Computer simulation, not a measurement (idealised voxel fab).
This is a process module. Its name is voxel released beams.
Cross-sectional view cut (width: 205 nm; square cell size: 5 nm).
Cross-section spec: square-cell grid; bands listed top down; each band is one or more rows. It is stipulated that each band's entry specify, in nanometres, the height of the top of the band and then that of its bottom, followed by the materials of the band in left-to-right sequence, each together with its width in nanometres. A single material marked by the word "edge to edge" is understood to fill the band from edge to edge; the word "blank" is understood to denote empty space. Heights are reckoned from 0. Under this level, the received wafer is all of one material. The bottommost band is open-ended downward, for example "0 -> down". The notation "30 to 40" denotes a width that varies across the rows of cells in the band, beginning at the first number in the top row, finishing at the second number in the bottom row, and changing by an identical amount from each row to the next. A step reported as "no modification" is a step in which no cell of the cross-section changed. "Closed void entries" - sealed voids, min. 8 cells, no opening to top; format: width x height at distance (distance from left edge; nm throughout). Where a step's line continues beyond its settings, the continuation is a remark by the simulator itself on that step. Regarding "overlay nm": on a step with a mask, it is the distance the mask lay to the right of its planned place; a negative value places it to the left.
[This section lists the process steps that were planned]
1,RECEIVE (material Si)
2,CONFORMAL_DEP (material SiN; thk nm 10)
3,DIRECTIONAL_DEP (material SiO2; thk nm 15)
4,MASKED_ETCH (tone open; mask id ANCHOR; width nm 45; etch materials SiO2; depth nm 15; overlay nm 0)
5,CONFORMAL_DEP (material TiN; thk nm 15)
6,MASKED_ETCH (tone cover; mask id BEAM; width nm 95; etch materials TiN; depth nm 15; overlay nm 0)
7,STRIP (etch materials SiO2)
[Account of the first of two wafers, which was processed as intended]
[Shown in cross-section is the wafer as received, that is, as it stands after step 1]
    0 -> down | Si edge to edge
    Closed void entries: none
[Once step 2 is through, the wafer looks like this in cross-section]
    10 -> 0 | SiN edge to edge
    Heights below 0 show no change.
[Once step 3 is through, the wafer looks like this in cross-section]
    25 -> 10 | SiO2 edge to edge
    Heights below 10 show no change.
[Once step 4 is through, the wafer looks like this in cross-section]
    25 -> 10 | SiO2: 55 / blank: 45 / SiO2: 105
    Heights below 10 show no change.
[Once step 5 is through, the wafer looks like this in cross-section]
    40 -> 25 | TiN: 70 / blank: 15 / TiN: 120
    25 -> 10 | SiO2: 55 / TiN: 45 / SiO2: 105
    Heights below 10 show no change.
[Once step 6 is through, the wafer looks like this in cross-section]
    40 -> 25 | blank: 50 / TiN: 20 / blank: 15 / TiN: 60 / blank: 60
    Heights below 25 show no change.
[Once step 7 is through, the wafer looks like this in cross-section]
    40 -> 25 | blank: 50 / TiN: 20 / blank: 15 / TiN: 60 / blank: 60
    25 -> 10 | blank: 55 / TiN: 45 / blank: 105
    Heights below 10 show no change.
[The second wafer began exactly as the first did and followed the same plan, but one mistake was made while running it; through step 5 inclusive, the two wafers are identical]
[X-section, second wafer, when step 6 was due to finish]
    40 -> 25 | TiN: 50 / blank: 95 / TiN: 60
    25 -> 10 | SiO2: 55 / TiN: 15 / blank: 15 / TiN: 15 / SiO2: 105
    Heights below 10 show no change.
[X-section, second wafer, when step 7 was due to finish]
    25 -> 10 | blank: 55 / TiN: 15 / blank: 15 / TiN: 15 / blank: 105
    Heights below 10 show no change.
Run error: the process deviated at step 6: the operation and settings actually run there were MASKED_ETCH (tone open; mask id BEAM; width nm 95; etch materials TiN; depth nm 15; overlay nm 0)
End check, counted in cells, second wafer has more or fewer of these materials than the first: 57 fewer of TiN
